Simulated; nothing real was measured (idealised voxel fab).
process module | voxel wiring stack
Section shown: cut. Width: 175 nm. Cell size: 5 nm, square.
A cross-section in this document is a grid of square cells, and it is written down as bands, the top band listed before the ones below it; a band is made up of one or more rows of cells. First you get the band's top height and its bottom height, in nm, and then the materials it's made of, left to right, with each width in nm. If you see a single material with "throughout", that one covers the band edge to edge. "empty" is empty space. Height reference: 0 = level under which incoming wafer is all one material. Lowest band: no bottom, runs on downward, e.g. "0 and below". Per-row width for "30..40": begins at first number (top row of band), ends at second number (bottom row), increment between rows held constant. No cell of the cross-section changed in a step that is given as "remains unaltered". "Completely sealed voids" lists enclosed empty spaces (at least 8 cells, no open path upward to the top), each as width x height at distance from the left edge, in nm. What comes after the settings on a step's line is commentary from the simulator itself on that step. "overlay nm" on a masked step: distance the mask lay right of its planned place, negative for left.
Listed below are the process steps as planned:
| 1 | RECEIVE,material Si |
| 2 | CONFORMAL_DEP,material SiO2,thk nm 15 |
| 3 | DIRECTIONAL_DEP,material TiN,thk nm 5 |
| 4 | DIRECTIONAL_DEP,material Ru,thk nm 15 |
| 5 | MASKED_ETCH,tone cover,mask id METAL_1,width nm 25,pitch nm 55,etch materials Ru,depth nm 15,overlay nm 0 |
| 6 | MASKED_ETCH,tone cover,mask id METAL_1,width nm 25,pitch nm 55,etch materials TiN,depth nm 5,overlay nm 0 |
| 7 | FILL_DEP,material lowk,thk nm 5 |
| 8 | CMP,height nm 35 |
| 9 | CONFORMAL_DEP,material SiCN,thk nm 5 |
| 10 | DIRECTIONAL_DEP,material lowk,thk nm 10 |
| 11 | DIRECTIONAL_DEP,material aC,thk nm 15 |
| 12 | PATTERN,tone open,mask id PLUG_1,material resist,width nm 15,pitch nm 55,thk nm 30,overlay nm 0 |
| 13 | DIRECTIONAL_ETCH,etch materials aC,depth nm 15 |
| 14 | STRIP,etch materials resist |
| 15 | DIRECTIONAL_ETCH,etch materials lowk,depth nm 10 |
| 16 | DIRECTIONAL_ETCH,etch materials SiCN,depth nm 5 |
| 17 | STRIP,etch materials aC |
| 18 | CONFORMAL_DEP,material TiN,thk nm 5 |
| 19 | FILL_DEP,material Ru,thk nm 5 |
| 20 | CMP,height nm 50 |
| 21 | CONFORMAL_DEP,material SiCN,thk nm 5 |
| 22 | DIRECTIONAL_DEP,material SiO2,thk nm 15 |
| 23 | PATTERN,tone open,mask id METAL_2,material resist,width nm 25,pitch nm 55,thk nm 15,overlay nm 0 |
| 24 | DIRECTIONAL_ETCH,etch materials SiO2,depth nm 15 |
| 25 | DIRECTIONAL_ETCH,etch materials SiCN,depth nm 5 |
| 26 | STRIP,etch materials resist |
| 27 | CONFORMAL_DEP,material TiN,thk nm 5 |
| 28 | FILL_DEP,material Ru,thk nm 5 |
| 29 | CMP,height nm 70 |
| 30 | CONFORMAL_DEP,material SiCN,thk nm 5 |
| 31 | DIRECTIONAL_DEP,material SiO2,thk nm 30 |
| 32 | MASKED_ETCH,tone open,mask id METAL_3_HOLES,width nm 15,etch materials SiO2,depth nm 30,overlay nm 0 |
| 33 | MASKED_ETCH,tone open,mask id METAL_3,width nm 25,pitch nm 55,etch materials SiO2,depth nm 15,overlay nm 0 |
| 34 | MASKED_ETCH,tone open,mask id METAL_3,width nm 25,pitch nm 55,etch materials SiCN,depth nm 5,overlay nm 0 |
| 35 | CONFORMAL_DEP,material TiN,thk nm 5 |
| 36 | FILL_DEP,material Ru,thk nm 5 |
| 37 | CMP,height nm 105 |
| 38 | CONFORMAL_DEP,material SiCN,thk nm 5 |
This is the cross-section of the wafer as we received it, i.e. after step 1:
	0 and below | Si throughout
	Completely sealed voids: none
End-of-module XS, first of two wafers, run as planned:
	110 down to 105 | SiCN throughout
	105 down to 95 | 45 of SiO2, 5 of TiN, 15 of Ru, 5 of TiN, 30 of SiO2, 5 of TiN, 15 of Ru, 5 of TiN, 50 of SiO2
	95 down to 90 | 45 of SiO2, 5 of TiN, 5 of Ru, 15 of TiN, 30 of SiO2, 25 of TiN, 50 of SiO2
	90 down to 75 | 45 of SiO2, 5 of TiN, 5 of Ru, 5 of TiN, 115 of SiO2
	75 down to 70 | 45 of SiCN, 15 of TiN, 115 of SiCN
	70 down to 55 | 45 of SiO2, 5 of TiN, 15 of Ru, 5 of TiN, 30 of SiO2, 5 of TiN, 15 of Ru, 5 of TiN, 50 of SiO2
	55 down to 50 | 45 of SiCN, 25 of TiN, 30 of SiCN, 25 of TiN, 50 of SiCN
	50 down to 40 | 45 of lowk, 5 of TiN, 5 of Ru, 5 of TiN, 40 of lowk, 5 of TiN, 5 of Ru, 5 of TiN, 60 of lowk
	40 down to 35 | 45 of SiCN, 15 of TiN, 40 of SiCN, 15 of TiN, 60 of SiCN
	35 down to 20 | 45 of lowk, 25 of Ru, 30 of lowk, 25 of Ru, 50 of lowk
	20 down to 15 | 45 of lowk, 25 of TiN, 30 of lowk, 25 of TiN, 50 of lowk
	15 down to 0 | SiO2 throughout
	0 and below | Si throughout
	Completely sealed voids: none
End-of-module cross-section of the second wafer: identical starting point and process plan to the first, with one processing mistake:
	110 down to 105 | SiCN throughout
	105 down to 95 | 45 of SiO2, 5 of TiN, 15 of Ru, 5 of TiN, 30 of SiO2, 5 of TiN, 15 of Ru, 5 of TiN, 50 of SiO2
	95 down to 90 | 45 of SiO2, 5 of TiN, 5 of Ru, 15 of TiN, 30 of SiO2, 25 of TiN, 50 of SiO2
	90 down to 75 | 45 of SiO2, 5 of TiN, 5 of Ru, 5 of TiN, 115 of SiO2
	75 down to 70 | 45 of SiCN, 15 of TiN, 115 of SiCN
	70 down to 55 | 45 of SiO2, 5 of TiN, 15 of Ru, 5 of TiN, 30 of SiO2, 5 of TiN, 15 of Ru, 5 of TiN, 50 of SiO2
	55 down to 50 | 45 of SiCN, 25 of TiN, 30 of SiCN, 25 of TiN, 50 of SiCN
	50 down to 40 | 35 of lowk, 5 of TiN, 5 of Ru, 5 of TiN, 40 of lowk, 5 of TiN, 5 of Ru, 5 of TiN, 70 of lowk
	40 down to 35 | 35 of SiCN, 15 of TiN, 40 of SiCN, 15 of TiN, 70 of SiCN
	35 down to 20 | 45 of lowk, 25 of Ru, 30 of lowk, 25 of Ru, 50 of lowk
	20 down to 15 | 45 of lowk, 25 of TiN, 30 of lowk, 25 of TiN, 50 of lowk
	15 down to 0 | SiO2 throughout
	0 and below | Si throughout
	Completely sealed voids: none
Which mistake was made when the wafer was run? for step 12, the planned setting was not used; the step was instead run as PATTERN,tone open,mask id PLUG_1,material resist,width nm 15,pitch nm 55,thk nm 30,overlay nm -10
At the end, the second wafer has the same number of cells of each material as the first, but those cells sit in other places.
